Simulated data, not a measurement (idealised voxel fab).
process module | voxel self aligned contacts
cross-section cut | 220 nm wide | cells 5 nm
A cross-section is a grid of square cells, given in bands from the top down. A band is one or more rows of cells.
Each band's line starts with the height of the band's top and of its bottom, in nm. Then come its materials from left to right, each with its width in nm. One material with "throughout" fills the band from edge to edge. "air" is empty space.
Height 0 is the level under which the wafer as received is all one material. The lowest band goes on downwards, as in "0 down".
A width such as "30 to 40" changes by the same amount from each row of cells to the next, from the band's top row to its bottom row.
"no change" after a step means that no cell of the cross-section changed.
closed voids: empty space of 8 cells or more with no open way to the top, each as width x height at its distance from the left edge, in nm
after a step's settings: what the simulator itself notes on the step
overlay nm, on a step with a mask: how far to the right of its planned place the mask lay; to the left if negative
plan
1 op RECEIVE | material Si
2 op OXIDIZE | depth nm 5
3 op DIRECTIONAL_DEP | material polySi | thk nm 20
4 op DIRECTIONAL_DEP | material SiN | thk nm 15
5 op PATTERN | tone cover | mask id GATE | material resist | width nm 25 | pitch nm 50 | thk nm 15 | overlay nm 0
6 op DIRECTIONAL_ETCH | etch materials SiN | depth nm 15
7 op DIRECTIONAL_ETCH | etch materials polySi | depth nm 20
8 op STRIP | etch materials resist
9 op CONFORMAL_DEP | material SiN | thk nm 5
10 op DIRECTIONAL_ETCH | etch materials SiN | depth nm 5
11 op FILL_DEP | material SiO2 | thk nm 10
12 op CMP | height nm 40
13 op PATTERN | tone open | mask id CONTACT | material resist | width nm 35 | pitch nm 50 | thk nm 15 | overlay nm 0
14 op DIRECTIONAL_ETCH | etch materials SiO2 | depth nm 45
15 op STRIP | etch materials resist
16 op CONFORMAL_DEP | material TiN | thk nm 5
17 op FILL_DEP | material Ru | thk nm 10
18 op CMP | height nm 40
19 op CONFORMAL_DEP | material SiCN | thk nm 5
as received, after step 1
  0 down: Si throughout
  closed voids: none
first wafer at the end, as planned
  45 to 40: SiCN throughout
  40 to 35: SiO2 65 | TiN 15 | Ru 5 | TiN 15 | SiO2 15 | TiN 15 | Ru 5 | TiN 15 | SiO2 70
  35 to 20: SiO2 40 | SiN 35 | TiN 5 | Ru 5 | TiN 5 | SiN 35 | TiN 5 | Ru 5 | TiN 5 | SiN 35 | SiO2 45
  20 to 0: SiO2 40 | SiN 5 | polySi 25 | SiN 5 | TiN 5 | Ru 5 | TiN 5 | SiN 5 | polySi 25 | SiN 5 | TiN 5 | Ru 5 | TiN 5 | SiN 5 | polySi 25 | SiN 5 | SiO2 45
  0 to -5: SiO2 75 | TiN 15 | SiO2 35 | TiN 15 | SiO2 80
  -5 down: Si throughout
  closed voids: none
second wafer at the end: like start, like plan, one mistake
  45 to 40: SiCN throughout
  40 to 35: SiO2 40 | SiN 35 | TiN 15 | SiN 35 | TiN 15 | SiN 35 | SiO2 45
  35 to 20: SiN throughout
  20 to 0: polySi throughout
  0 to -5: SiO2 throughout
  -5 down: Si throughout
  closed voids: none
what went wrong: step 4 was run twice
at the end the second wafer has, in cells: 16 fewer of Ru | 66 more of SiN | 126 fewer of SiO2 | 40 fewer of TiN | 116 more of polySi
